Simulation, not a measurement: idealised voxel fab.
Name of the process module below: voxel gate over fins
We display cut, a cross-section 190 nm in width whose square cells are each 5 nm.
In what follows, cross-sections appear as grids of square cells, described through bands that run from the top down, where every band is one or more rows of cells.
Band entry format. Leading values: height of top, height of bottom, nm. Remainder: materials in left-to-right order, each with its width in nm. Special words: "all across" on a single material, which then fills the band edge to edge; "air", empty space.
Ref level 0: as-received wafer is one material below here. Bottom band extends down with no lower bound ("top 0, no bottom").
The width entry "30->40" should be interpreted row by row: the top row of cells in the band takes the first number, the bottom row takes the second number, and the change between adjacent rows is uniform throughout.
Where the words "changes: none" appear for a step, the cross-section shows no cell changed by that step; every cell remained as before.
So "Enclosed empty spaces" is basically the list of trapped voids: any empty space of 8 cells or more that can't reach the top through an opening. They're written width x height at distance, the distance being from the left edge, and it's all nm.
Anything after a step's settings on that line? It's the simulator's own note about the step.
The optional step-line setting "overlay nm" applies to steps with a mask and quantifies how far to the right of its planned location the mask lay, a negative value indicating leftward placement.

**Steps planned for the process**
1: RECEIVE,material Si
2: CONFORMAL_DEP,material SiN,thk nm 10
3: DIRECTIONAL_DEP,material aC,thk nm 15
4: PATTERN,tone cover,mask id FINS,material resist,width nm 15,pitch nm 40,thk nm 30,overlay nm 0
5: DIRECTIONAL_ETCH,etch materials aC,depth nm 15
6: STRIP,etch materials resist
7: DIRECTIONAL_ETCH,etch materials SiN,depth nm 10
8: DIRECTIONAL_ETCH,etch materials Si,depth nm 30
9: STRIP,etch materials aC
10: FILL_DEP,material SiO2,thk nm 10
11: CMP,height nm 10
12: SELECTIVE_ETCH,etch materials SiO2,depth nm 25
13: STRIP,etch materials SiN
14: CONFORMAL_DEP,material HfO2,thk nm 5
15: CONFORMAL_DEP,material TiN,thk nm 5
16: CONFORMAL_DEP,material TiAl,thk nm 5
17: CONFORMAL_DEP,material TiN,thk nm 5
18: FILL_DEP,material W,thk nm 10
19: CMP,height nm 25
20: CONFORMAL_DEP,material SiCN,thk nm 5

**The following pertains to the first of two wafers, which was processed as planned**

**Wafer as received: cross-section following step 1**
* top 0, no bottom | Si all across
* Enclosed empty spaces: none

**Wafer after step 2 (cross-section)**
* top 10, bottom 0 | SiN all across
* Below 0 it's all the same as before, nothing changed down there.

**Wafer after step 3 (cross-section)**
* top 25, bottom 10 | aC all across
* Below 10 it's all the same as before, nothing changed down there.

**Wafer after step 4 (cross-section)**
* top 55, bottom 25 | air: 45; resist: 15; air: 25; resist: 15; air: 25; resist: 15; air: 50
* Below 25 it's all the same as before, nothing changed down there.

**Wafer after step 5 (cross-section)**
* top 40, bottom 25 | air: 45; resist: 15; air: 25; resist: 15; air: 25; resist: 15; air: 50
* top 25, bottom 10 | air: 45; aC: 15; air: 25; aC: 15; air: 25; aC: 15; air: 50
* Below 10 it's all the same as before, nothing changed down there.

**Wafer after step 6 (cross-section)**
* top 25, bottom 10 | air: 45; aC: 15; air: 25; aC: 15; air: 25; aC: 15; air: 50
* Below 10 it's all the same as before, nothing changed down there.

**Wafer after step 7 (cross-section)**
* top 25, bottom 10 | air: 45; aC: 15; air: 25; aC: 15; air: 25; aC: 15; air: 50
* top 10, bottom 0 | air: 45; SiN: 15; air: 25; SiN: 15; air: 25; SiN: 15; air: 50
* Below 0 it's all the same as before, nothing changed down there.

**Wafer after step 8 (cross-section)**
* top 25, bottom 10 | air: 45; aC: 15; air: 25; aC: 15; air: 25; aC: 15; air: 50
* top 10, bottom 0 | air: 45; SiN: 15; air: 25; SiN: 15; air: 25; SiN: 15; air: 50
* top 0, bottom -30 | air: 45; Si: 15; air: 25; Si: 15; air: 25; Si: 15; air: 50
* Below -30 it's all the same as before, nothing changed down there.

**Wafer after step 9 (cross-section)**
* top 10, bottom 0 | air: 45; SiN: 15; air: 25; SiN: 15; air: 25; SiN: 15; air: 50
* Below 0 it's all the same as before, nothing changed down there.

**Wafer after step 10 (cross-section)**
* top 20, bottom 10 | SiO2 all across
* top 10, bottom 0 | SiO2: 45; SiN: 15; SiO2: 25; SiN: 15; SiO2: 25; SiN: 15; SiO2: 50
* top 0, bottom -30 | SiO2: 45; Si: 15; SiO2: 25; Si: 15; SiO2: 25; Si: 15; SiO2: 50
* Below -30 it's all the same as before, nothing changed down there.

**Wafer after step 11 (cross-section)**
* top 10, bottom 0 | SiO2: 45; SiN: 15; SiO2: 25; SiN: 15; SiO2: 25; SiN: 15; SiO2: 50
* Below 0 it's all the same as before, nothing changed down there.

**Wafer after step 12 (cross-section)**
* top 10, bottom 0 | air: 45; SiN: 15; air: 25; SiN: 15; air: 25; SiN: 15; air: 50
* top 0, bottom -15 | air: 45; Si: 15; air: 25; Si: 15; air: 25; Si: 15; air: 50
* Below -15 it's all the same as before, nothing changed down there.

**Wafer after step 13 (cross-section)**
* top 0, bottom -15 | air: 45; Si: 15; air: 25; Si: 15; air: 25; Si: 15; air: 50
* Below -15 it's all the same as before, nothing changed down there.

**Wafer after step 14 (cross-section)**
* top 5, bottom 0 | air: 40; HfO2: 25; air: 15; HfO2: 25; air: 15; HfO2: 25; air: 45
* top 0, bottom -10 | air: 40; HfO2: 5; Si: 15; HfO2: 5; air: 15; HfO2: 5; Si: 15; HfO2: 5; air: 15; HfO2: 5; Si: 15; HfO2: 5; air: 45
* top -10, bottom -15 | HfO2: 45; Si: 15; HfO2: 25; Si: 15; HfO2: 25; Si: 15; HfO2: 50
* Below -15 it's all the same as before, nothing changed down there.

**Wafer after step 15 (cross-section)**
* top 10, bottom 5 | air: 35; TiN: 35; air: 5; TiN: 35; air: 5; TiN: 35; air: 40
* top 5, bottom 0 | air: 35; TiN: 5; HfO2: 25; TiN: 5; air: 5; TiN: 5; HfO2: 25; TiN: 5; air: 5; TiN: 5; HfO2: 25; TiN: 5; air: 40
* top 0, bottom -5 | air: 35; TiN: 5; HfO2: 5; Si: 15; HfO2: 5; TiN: 5; air: 5; TiN: 5; HfO2: 5; Si: 15; HfO2: 5; TiN: 5; air: 5; TiN: 5; HfO2: 5; Si: 15; HfO2: 5; TiN: 5; air: 40
* top -5, bottom -10 | TiN: 40; HfO2: 5; Si: 15; HfO2: 5; TiN: 15; HfO2: 5; Si: 15; HfO2: 5; TiN: 15; HfO2: 5; Si: 15; HfO2: 5; TiN: 45
* Below -10 it's all the same as before, nothing changed down there.

**Wafer after step 16 (cross-section)**
* top 15, bottom 10 | air: 30; TiAl: 125; air: 35
* top 10, bottom 5 | air: 30; TiAl: 5; TiN: 35; TiAl: 5; TiN: 35; TiAl: 5; TiN: 35; TiAl: 5; air: 35
* top 5, bottom 0 | air: 30; TiAl: 5; TiN: 5; HfO2: 25; TiN: 5; TiAl: 5; TiN: 5; HfO2: 25; TiN: 5; TiAl: 5; TiN: 5; HfO2: 25; TiN: 5; TiAl: 5; air: 35
* top 0, bottom -5 | TiAl: 35; TiN: 5; HfO2: 5; Si: 15; HfO2: 5; TiN: 5; TiAl: 5; TiN: 5; HfO2: 5; Si: 15; HfO2: 5; TiN: 5; TiAl: 5; TiN: 5; HfO2: 5; Si: 15; HfO2: 5; TiN: 5; TiAl: 40
* Below -5 it's all the same as before, nothing changed down there.

**Wafer after step 17 (cross-section)**
* top 20, bottom 15 | air: 25; TiN: 135; air: 30
* top 15, bottom 10 | air: 25; TiN: 5; TiAl: 125; TiN: 5; air: 30
* top 10, bottom 5 | air: 25; TiN: 5; TiAl: 5; TiN: 35; TiAl: 5; TiN: 35; TiAl: 5; TiN: 35; TiAl: 5; TiN: 5; air: 30
* top 5, bottom 0 | TiN: 30; TiAl: 5; TiN: 5; HfO2: 25; TiN: 5; TiAl: 5; TiN: 5; HfO2: 25; TiN: 5; TiAl: 5; TiN: 5; HfO2: 25; TiN: 5; TiAl: 5; TiN: 35
* Below 0 it's all the same as before, nothing changed down there.

**Wafer after step 18 (cross-section)**
* top 30, bottom 20 | W all across
* top 20, bottom 15 | W: 25; TiN: 135; W: 30
* top 15, bottom 10 | W: 25; TiN: 5; TiAl: 125; TiN: 5; W: 30
* top 10, bottom 5 | W: 25; TiN: 5; TiAl: 5; TiN: 35; TiAl: 5; TiN: 35; TiAl: 5; TiN: 35; TiAl: 5; TiN: 5; W: 30
* Below 5 it's all the same as before, nothing changed down there.

**Wafer after step 19 (cross-section)**
* top 25, bottom 20 | W all across
* Below 20 it's all the same as before, nothing changed down there.

**Wafer after step 20 (cross-section)**
* top 30, bottom 25 | SiCN all across
* Below 25 it's all the same as before, nothing changed down there.

**Second wafer. Start and plan as for the first. One mistake made in running. Agrees with the first up to and including step 3**

**Second wafer: cross-section at the scheduled end of step 4**
* top 55, bottom 25 | air: 40; resist: 25; air: 15; resist: 25; air: 15; resist: 25; air: 45
* Below 25 it's all the same as before, nothing changed down there.

**Second wafer: cross-section at the scheduled end of step 5**
* top 40, bottom 25 | air: 40; resist: 25; air: 15; resist: 25; air: 15; resist: 25; air: 45
* top 25, bottom 10 | air: 40; aC: 25; air: 15; aC: 25; air: 15; aC: 25; air: 45
* Below 10 it's all the same as before, nothing changed down there.

**Second wafer: cross-section at the scheduled end of step 6**
* top 25, bottom 10 | air: 40; aC: 25; air: 15; aC: 25; air: 15; aC: 25; air: 45
* Below 10 it's all the same as before, nothing changed down there.

**Second wafer: cross-section at the scheduled end of step 7**
* top 25, bottom 10 | air: 40; aC: 25; air: 15; aC: 25; air: 15; aC: 25; air: 45
* top 10, bottom 0 | air: 40; SiN: 25; air: 15; SiN: 25; air: 15; SiN: 25; air: 45
* Below 0 it's all the same as before, nothing changed down there.

**Second wafer: cross-section at the scheduled end of step 8**
* top 25, bottom 10 | air: 40; aC: 25; air: 15; aC: 25; air: 15; aC: 25; air: 45
* top 10, bottom 0 | air: 40; SiN: 25; air: 15; SiN: 25; air: 15; SiN: 25; air: 45
* top 0, bottom -30 | air: 40; Si: 25; air: 15; Si: 25; air: 15; Si: 25; air: 45
* Below -30 it's all the same as before, nothing changed down there.

**Second wafer: cross-section at the scheduled end of step 9**
* top 10, bottom 0 | air: 40; SiN: 25; air: 15; SiN: 25; air: 15; SiN: 25; air: 45
* Below 0 it's all the same as before, nothing changed down there.

**Second wafer: cross-section at the scheduled end of step 10**
* top 20, bottom 10 | SiO2 all across
* top 10, bottom 0 | SiO2: 40; SiN: 25; SiO2: 15; SiN: 25; SiO2: 15; SiN: 25; SiO2: 45
* top 0, bottom -30 | SiO2: 40; Si: 25; SiO2: 15; Si: 25; SiO2: 15; Si: 25; SiO2: 45
* Below -30 it's all the same as before, nothing changed down there.

**Second wafer: cross-section at the scheduled end of step 11**
* top 10, bottom 0 | SiO2: 40; SiN: 25; SiO2: 15; SiN: 25; SiO2: 15; SiN: 25; SiO2: 45
* Below 0 it's all the same as before, nothing changed down there.

**Second wafer: cross-section at the scheduled end of step 12**
* top 10, bottom 0 | air: 40; SiN: 25; air: 15; SiN: 25; air: 15; SiN: 25; air: 45
* top 0, bottom -15 | air: 40; Si: 25; air: 15; Si: 25; air: 15; Si: 25; air: 45
* Below -15 it's all the same as before, nothing changed down there.

**Second wafer: cross-section at the scheduled end of step 13**
* top 0, bottom -15 | air: 40; Si: 25; air: 15; Si: 25; air: 15; Si: 25; air: 45
* Below -15 it's all the same as before, nothing changed down there.

**Second wafer: cross-section at the scheduled end of step 14**
* top 5, bottom 0 | air: 35; HfO2: 35; air: 5; HfO2: 35; air: 5; HfO2: 35; air: 40
* top 0, bottom -10 | air: 35; HfO2: 5; Si: 25; HfO2: 5; air: 5; HfO2: 5; Si: 25; HfO2: 5; air: 5; HfO2: 5; Si: 25; HfO2: 5; air: 40
* top -10, bottom -15 | HfO2: 40; Si: 25; HfO2: 15; Si: 25; HfO2: 15; Si: 25; HfO2: 45
* Below -15 it's all the same as before, nothing changed down there.

**Second wafer: cross-section at the scheduled end of step 15**
* top 10, bottom 5 | air: 30; TiN: 125; air: 35
* top 5, bottom 0 | air: 30; TiN: 5; HfO2: 35; TiN: 5; HfO2: 35; TiN: 5; HfO2: 35; TiN: 5; air: 35
* top 0, bottom -5 | air: 30; TiN: 5; HfO2: 5; Si: 25; HfO2: 5; TiN: 5; HfO2: 5; Si: 25; HfO2: 5; TiN: 5; HfO2: 5; Si: 25; HfO2: 5; TiN: 5; air: 35
* top -5, bottom -10 | TiN: 35; HfO2: 5; Si: 25; HfO2: 5; TiN: 5; HfO2: 5; Si: 25; HfO2: 5; TiN: 5; HfO2: 5; Si: 25; HfO2: 5; TiN: 40
* Below -10 it's all the same as before, nothing changed down there.

**Second wafer: cross-section at the scheduled end of step 16**
* top 15, bottom 10 | air: 25; TiAl: 135; air: 30
* top 10, bottom 5 | air: 25; TiAl: 5; TiN: 125; TiAl: 5; air: 30
* top 5, bottom 0 | air: 25; TiAl: 5; TiN: 5; HfO2: 35; TiN: 5; HfO2: 35; TiN: 5; HfO2: 35; TiN: 5; TiAl: 5; air: 30
* top 0, bottom -5 | TiAl: 30; TiN: 5; HfO2: 5; Si: 25; HfO2: 5; TiN: 5; HfO2: 5; Si: 25; HfO2: 5; TiN: 5; HfO2: 5; Si: 25; HfO2: 5; TiN: 5; TiAl: 35
* Below -5 it's all the same as before, nothing changed down there.

**Second wafer: cross-section at the scheduled end of step 17**
* top 20, bottom 15 | air: 20; TiN: 145; air: 25
* top 15, bottom 10 | air: 20; TiN: 5; TiAl: 135; TiN: 5; air: 25
* top 10, bottom 5 | air: 20; TiN: 5; TiAl: 5; TiN: 125; TiAl: 5; TiN: 5; air: 25
* top 5, bottom 0 | TiN: 25; TiAl: 5; TiN: 5; HfO2: 35; TiN: 5; HfO2: 35; TiN: 5; HfO2: 35; TiN: 5; TiAl: 5; TiN: 30
* Below 0 it's all the same as before, nothing changed down there.

**Second wafer: cross-section at the scheduled end of step 18**
* top 30, bottom 20 | W all across
* top 20, bottom 15 | W: 20; TiN: 145; W: 25
* top 15, bottom 10 | W: 20; TiN: 5; TiAl: 135; TiN: 5; W: 25
* top 10, bottom 5 | W: 20; TiN: 5; TiAl: 5; TiN: 125; TiAl: 5; TiN: 5; W: 25
* Below 5 it's all the same as before, nothing changed down there.

**Second wafer: cross-section at the scheduled end of step 19**
* top 25, bottom 20 | W all across
* Below 20 it's all the same as before, nothing changed down there.

**Second wafer: cross-section at the scheduled end of step 20**
* top 30, bottom 25 | SiCN all across
* Below 25 it's all the same as before, nothing changed down there.
In executing the process, a mistake was made relative to the plan: step 4 was not run as planned; what actually ran was PATTERN,tone cover,mask id FINS,material resist,width nm 25,pitch nm 40,thk nm 30,overlay nm 0
Final difference in cells, second wafer against first, listed per material as more or fewer: +36 Si; -18 SiO2; -6 TiAl; -6 TiN; -6 W
